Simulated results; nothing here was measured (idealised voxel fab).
The process module presented herein is designated voxel double patterning.
cross-section cut | 290 nm wide | cells 5 nm
The cross-sections in this document take the form of a grid made of square cells. They are written out as bands, in order from top to bottom. Each band consists of one or more rows of cells.
A band entry consists of two parts. The first gives the height of the band's top and the height of its bottom, in nm. The rest lists the band's materials from left to right, each with its width in nm. A single material labelled with the word "throughout" fills the band from edge to edge, and the word "blank" marks empty space.
The reference from which all heights are counted is 0, the level beneath which the as-received wafer is entirely one material; the lowest band, having no lower bound, proceeds downward and is written after the example "from 0 down".
A width given as "30..40" starts at the first number in the band's top row and ends at the second number in its bottom row, shifting by an equal amount at every step from row to row.
Take "no alteration" at face value: in the step it is given for, the cross-section changed in none of its cells.
"Completely enclosed voids" lists enclosed empty spaces (at least 8 cells, no open path upward to the top), each as width x height at distance from the left edge, in nm.
Whatever follows a step's settings on its line is a remark the simulator itself makes about that step.
overlay nm: step with mask; distance mask lay right of planned place; negative value = left of planned place.

### Here's what the planned process steps look like
- 1: RECEIVE, material Si
- 2: CONFORMAL_DEP, material SiO2, thk nm 5
- 3: DIRECTIONAL_DEP, material TiN, thk nm 10
- 4: DIRECTIONAL_DEP, material SiCN, thk nm 5
- 5: MASKED_ETCH, tone open, mask id FIRST, width nm 15, pitch nm 50, etch materials SiCN, depth nm 5, overlay nm 0
- 6: MASKED_ETCH, tone open, mask id SECOND, width nm 15, pitch nm 50, etch materials SiCN, depth nm 5, overlay nm 0
- 7: DIRECTIONAL_ETCH, etch materials TiN, depth nm 10
- 8: STRIP, etch materials SiCN

### Wafer as received: cross-section following step 1
> from 0 down = Si throughout
> Completely enclosed voids: none

### Starting wafer: above. Plan: above. Run: one mistake. Cross-section after the module: below
> from 15 to 5 = TiN=85 / blank=15 / TiN=10 / blank=15 / TiN=10 / blank=15 / TiN=10 / blank=15 / TiN=10 / blank=15 / TiN=90
> from 5 to 0 = TiN throughout
> from 0 down = Si throughout
> Completely enclosed voids: none
Nonconformance to the process plan: step 2 changed vs plan, executed as CONFORMAL_DEP, material TiN, thk nm 5
